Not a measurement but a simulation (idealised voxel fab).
process module | voxel transistor to metal
cross-section cut | 300 nm wide | cells 5 nm
A cross-section is a grid of square cells, given in bands from the top down. A band is one or more rows of cells.
Each band's line starts with the height of the band's top and of its bottom, in nm. Then come its materials from left to right, each with its width in nm. One material with "throughout" fills the band from edge to edge. "air" is empty space.
Height 0 is the level under which the wafer as received is all one material. The lowest band goes on downwards, as in "0 down".
A width such as "30 to 40" changes by the same amount from each row of cells to the next, from the band's top row to its bottom row.
"no change" after a step means that no cell of the cross-section changed.
closed voids: empty space of 8 cells or more with no open way to the top, each as width x height at its distance from the left edge, in nm
after a step's settings: what the simulator itself notes on the step
overlay nm, on a step with a mask: how far to the right of its planned place the mask lay; to the left if negative
plan
1 op RECEIVE | material Si
2 op OXIDIZE | depth nm 5
3 op CONFORMAL_DEP | material SiN | thk nm 10
4 op MASKED_ETCH | tone cover | mask id ACTIVE | width nm 115 | pitch nm 135 | etch materials SiN | depth nm 10 | overlay nm 0
5 op MASKED_ETCH | tone cover | mask id ACTIVE | width nm 115 | pitch nm 135 | etch materials SiO2 | depth nm 5 | overlay nm 0
6 op MASKED_ETCH | tone cover | mask id ACTIVE | width nm 115 | pitch nm 135 | etch materials Si | depth nm 35 | overlay nm 0
7 op OXIDIZE | depth nm 5
8 op FILL_DEP | material SiO2 | thk nm 10
9 op CMP | height nm 10
10 op SELECTIVE_ETCH | etch materials SiO2 | depth nm 5
11 op STRIP | etch materials SiN
12 op SELECTIVE_ETCH | etch materials SiO2 | depth nm 5
13 op OXIDIZE | depth nm 5
14 op DIRECTIONAL_DEP | material polySi | thk nm 20
15 op DIRECTIONAL_DEP | material SiCN | thk nm 15
16 op DIRECTIONAL_DEP | material aC | thk nm 10
17 op PATTERN | tone cover | mask id GATE | material resist | width nm 25 | pitch nm 135 | thk nm 30 | overlay nm 0
18 op DIRECTIONAL_ETCH | etch materials aC | depth nm 10
19 op STRIP | etch materials resist
20 op DIRECTIONAL_ETCH | etch materials SiCN | depth nm 25
21 op DIRECTIONAL_ETCH | etch materials polySi | depth nm 30
22 op STRIP | etch materials aC
23 op CONFORMAL_DEP | material SiO2 | thk nm 5
24 op DIRECTIONAL_ETCH | etch materials SiO2 | depth nm 5
25 op CONFORMAL_DEP | material SiN | thk nm 5
26 op DIRECTIONAL_ETCH | etch materials SiN | depth nm 5
27 op DIRECTIONAL_ETCH | etch materials SiO2 | depth nm 5
28 op DIRECTIONAL_ETCH | etch materials Si | depth nm 10
29 op EPI | material pSi | thk nm 10
30 op FILL_DEP | material SiO2 | thk nm 5
31 op CMP | height nm 15
32 op STRIP | etch materials polySi
33 op SELECTIVE_ETCH | etch materials SiO2 | depth nm 5
34 op CONFORMAL_DEP | material HfO2 | thk nm 5
35 op CONFORMAL_DEP | material TiN | thk nm 5
36 op FILL_DEP | material W | thk nm 10
37 op CMP | height nm 10
38 op DIRECTIONAL_DEP | material SiO2 | thk nm 15
39 op MASKED_ETCH | tone open | mask id CONTACT | width nm 15 | etch materials SiO2 | depth nm 35 | overlay nm 0
40 op CONFORMAL_DEP | material TiN | thk nm 5
41 op FILL_DEP | material Ru | thk nm 10
42 op CMP | height nm 25
43 op DIRECTIONAL_DEP | material TiN | thk nm 5
44 op DIRECTIONAL_DEP | material Ru | thk nm 25
45 op MASKED_ETCH | tone cover | mask id METAL_1 | width nm 15 | etch materials Ru | depth nm 25 | overlay nm 0
46 op MASKED_ETCH | tone cover | mask id METAL_1 | width nm 15 | etch materials TiN | depth nm 5 | overlay nm 0
47 op FILL_DEP | material lowk | thk nm 5
48 op CMP | height nm 55
49 op CONFORMAL_DEP | material SiN | thk nm 5
as received, after step 1
  0 down: Si throughout
  closed voids: none
first wafer at the end, as planned
  60 to 55: SiN throughout
  55 to 30: lowk 35 | Ru 15 | lowk 65 | Ru 15 | lowk 40 | Ru 15 | lowk 65 | Ru 15 | lowk 35
  30 to 25: lowk 35 | TiN 15 | lowk 65 | TiN 15 | lowk 40 | TiN 15 | lowk 65 | TiN 15 | lowk 35
  25 to 10: SiO2 35 | TiN 5 | Ru 5 | TiN 5 | SiO2 65 | TiN 5 | Ru 5 | TiN 5 | SiO2 40 | TiN 5 | Ru 5 | TiN 5 | SiO2 65 | TiN 5 | Ru 5 | TiN 5 | SiO2 35
  10 to 0: SiO2 35 | TiN 5 | Ru 5 | TiN 5 | SiO2 10 | SiN 5 | HfO2 5 | TiN 5 | W 15 | TiN 5 | HfO2 5 | SiN 5 | SiO2 10 | TiN 5 | Ru 5 | TiN 5 | SiO2 40 | TiN 5 | Ru 5 | TiN 5 | SiO2 10 | SiN 5 | HfO2 5 | TiN 5 | W 15 | TiN 5 | HfO2 5 | SiN 5 | SiO2 10 | TiN 5 | Ru 5 | TiN 5 | SiO2 35
  0 to -5: SiO2 25 | SiN 5 | SiO2 5 | TiN 5 | Ru 5 | TiN 5 | pSi 10 | SiN 5 | HfO2 5 | TiN 25 | HfO2 5 | SiN 5 | pSi 10 | TiN 5 | Ru 5 | TiN 5 | SiO2 5 | SiN 5 | SiO2 20 | SiN 5 | SiO2 5 | TiN 5 | Ru 5 | TiN 5 | pSi 10 | SiN 5 | HfO2 5 | TiN 25 | HfO2 5 | SiN 5 | pSi 10 | TiN 5 | Ru 5 | TiN 5 | SiO2 5 | SiN 5 | SiO2 25
  -5 to -10: SiO2 35 | TiN 15 | pSi 10 | SiO2 5 | HfO2 35 | SiO2 5 | pSi 10 | TiN 15 | SiO2 40 | TiN 15 | pSi 10 | SiO2 5 | HfO2 35 | SiO2 5 | pSi 10 | TiN 15 | SiO2 35
  -10 to -20: SiO2 30 | pSi 30 | Si 45 | pSi 30 | SiO2 30 | pSi 30 | Si 45 | pSi 30 | SiO2 30
  -20 to -45: SiO2 30 | Si 105 | SiO2 30 | Si 105 | SiO2 30
  -45 down: Si throughout
  closed voids: none
second wafer at the end: like start, like plan, one mistake
  60 to 55: SiN throughout
  55 to 45: lowk 35 | Ru 15 | lowk 65 | Ru 15 | lowk 40 | Ru 15 | lowk 65 | Ru 15 | lowk 35
  45 to 40: lowk 35 | TiN 15 | lowk 65 | TiN 15 | lowk 40 | TiN 15 | lowk 65 | TiN 15 | lowk 35
  40 to 30: Ru throughout
  30 to 25: TiN 40 | Ru 5 | TiN 75 | Ru 5 | TiN 50 | Ru 5 | TiN 75 | Ru 5 | TiN 40
  25 to 10: SiO2 35 | TiN 5 | Ru 5 | TiN 5 | SiO2 65 | TiN 5 | Ru 5 | TiN 5 | SiO2 40 | TiN 5 | Ru 5 | TiN 5 | SiO2 65 | TiN 5 | Ru 5 | TiN 5 | SiO2 35
  10 to 0: SiO2 35 | TiN 5 | Ru 5 | TiN 5 | SiO2 10 | SiN 5 | HfO2 5 | TiN 5 | W 15 | TiN 5 | HfO2 5 | SiN 5 | SiO2 10 | TiN 5 | Ru 5 | TiN 5 | SiO2 40 | TiN 5 | Ru 5 | TiN 5 | SiO2 10 | SiN 5 | HfO2 5 | TiN 5 | W 15 | TiN 5 | HfO2 5 | SiN 5 | SiO2 10 | TiN 5 | Ru 5 | TiN 5 | SiO2 35
  0 to -5: SiO2 25 | SiN 5 | SiO2 5 | TiN 5 | Ru 5 | TiN 5 | pSi 10 | SiN 5 | HfO2 5 | TiN 25 | HfO2 5 | SiN 5 | pSi 10 | TiN 5 | Ru 5 | TiN 5 | SiO2 5 | SiN 5 | SiO2 20 | SiN 5 | SiO2 5 | TiN 5 | Ru 5 | TiN 5 | pSi 10 | SiN 5 | HfO2 5 | TiN 25 | HfO2 5 | SiN 5 | pSi 10 | TiN 5 | Ru 5 | TiN 5 | SiO2 5 | SiN 5 | SiO2 25
  -5 to -10: SiO2 35 | TiN 15 | pSi 10 | SiO2 5 | HfO2 35 | SiO2 5 | pSi 10 | TiN 15 | SiO2 40 | TiN 15 | pSi 10 | SiO2 5 | HfO2 35 | SiO2 5 | pSi 10 | TiN 15 | SiO2 35
  -10 to -20: SiO2 30 | pSi 30 | Si 45 | pSi 30 | SiO2 30 | pSi 30 | Si 45 | pSi 30 | SiO2 30
  -20 to -45: SiO2 30 | Si 105 | SiO2 30 | Si 105 | SiO2 30
  -45 down: Si throughout
  closed voids: none
what went wrong: step 42 was left out
at the end the second wafer has, in cells: 88 more of Ru | 56 more of TiN | 144 fewer of lowk
